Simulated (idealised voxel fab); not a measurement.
Process module name: voxel tone inversion
Square cell edge 5 nm, section width 190 nm, ID cut.
Cross-section format: a grid of square cells, given as bands from top to bottom; each band is one or more rows of cells. Band: top height; bottom height; in nm. Then, left to right: material with width in nm, for each material. "everywhere": a single material spanning edge to edge. "blank": empty space. Heights from 0 (as-received wafer is one material below). Bottom band endless downward, as "0..down". With a width like "30 to 40", each row of cells in the band differs from the next by the same amount, the top row carrying the first number and the bottom row the second. No cell of the cross-section changed in a step that is given as "no alterations made". Basically, "Fully enclosed voids" tells you about the enclosed voids: empty spaces with no open way to the top, 8 cells or bigger, each written width x height at distance, where distance is from the left edge, all in nm. Whatever follows a step's settings on its line is a remark the simulator itself makes about that step. If you see "overlay nm" on a step's line and that step has a mask, it's telling you how far right of where it was planned the mask ended up; a negative number means it went left instead.

**Steps in the process plan**
1,RECEIVE (material Si)
2,CONFORMAL_DEP (material SiN; thk nm 10)
3,DIRECTIONAL_DEP (material polySi; thk nm 25)
4,PATTERN (tone cover; mask id POSTS; material resist; width nm 15; pitch nm 30; thk nm 30; overlay nm 0)
5,DIRECTIONAL_ETCH (etch materials polySi; depth nm 25)
6,STRIP (etch materials resist)
7,FILL_DEP (material SiO2; thk nm 10)
8,CMP (height nm 35)
9,STRIP (etch materials polySi)
10,CONFORMAL_DEP (material TiN; thk nm 5)
11,FILL_DEP (material W; thk nm 5)
12,CMP (height nm 35)
13,CONFORMAL_DEP (material SiN; thk nm 5)

**Incoming wafer, cross-sectional view, post step 1**
	0..down: Si everywhere
	Fully enclosed voids: none

**Cross-section: first of two wafers, module finished, run according to plan**
	40..35: SiN everywhere
	35..15: SiO2 55 nm; TiN 5 nm; W 5 nm; TiN 5 nm; SiO2 15 nm; TiN 5 nm; W 5 nm; TiN 5 nm; SiO2 15 nm; TiN 5 nm; W 5 nm; TiN 5 nm; SiO2 60 nm
	15..10: SiO2 55 nm; TiN 15 nm; SiO2 15 nm; TiN 15 nm; SiO2 15 nm; TiN 15 nm; SiO2 60 nm
	10..0: SiN everywhere
	0..down: Si everywhere
	Fully enclosed voids: none

**Wafer two, sectioned after the module: the first wafer's start, the first wafer's plan, and one mistake in how it was run**
	40..35: SiN everywhere
	35..15: SiO2 60 nm; TiN 5 nm; W 5 nm; TiN 5 nm; SiO2 15 nm; TiN 5 nm; W 5 nm; TiN 5 nm; SiO2 15 nm; TiN 5 nm; W 5 nm; TiN 5 nm; SiO2 55 nm
	15..10: SiO2 60 nm; TiN 15 nm; SiO2 15 nm; TiN 15 nm; SiO2 15 nm; TiN 15 nm; SiO2 55 nm
	10..0: SiN everywhere
	0..down: Si everywhere
	Fully enclosed voids: none
What went wrong in running the wafer? step 4 was not run as planned; what actually ran was PATTERN (tone cover; mask id POSTS; material resist; width nm 15; pitch nm 30; thk nm 30; overlay nm 5)
If you tally the cells, the second wafer ends up with the same amount of every material as the first; it's all just sitting in different places.
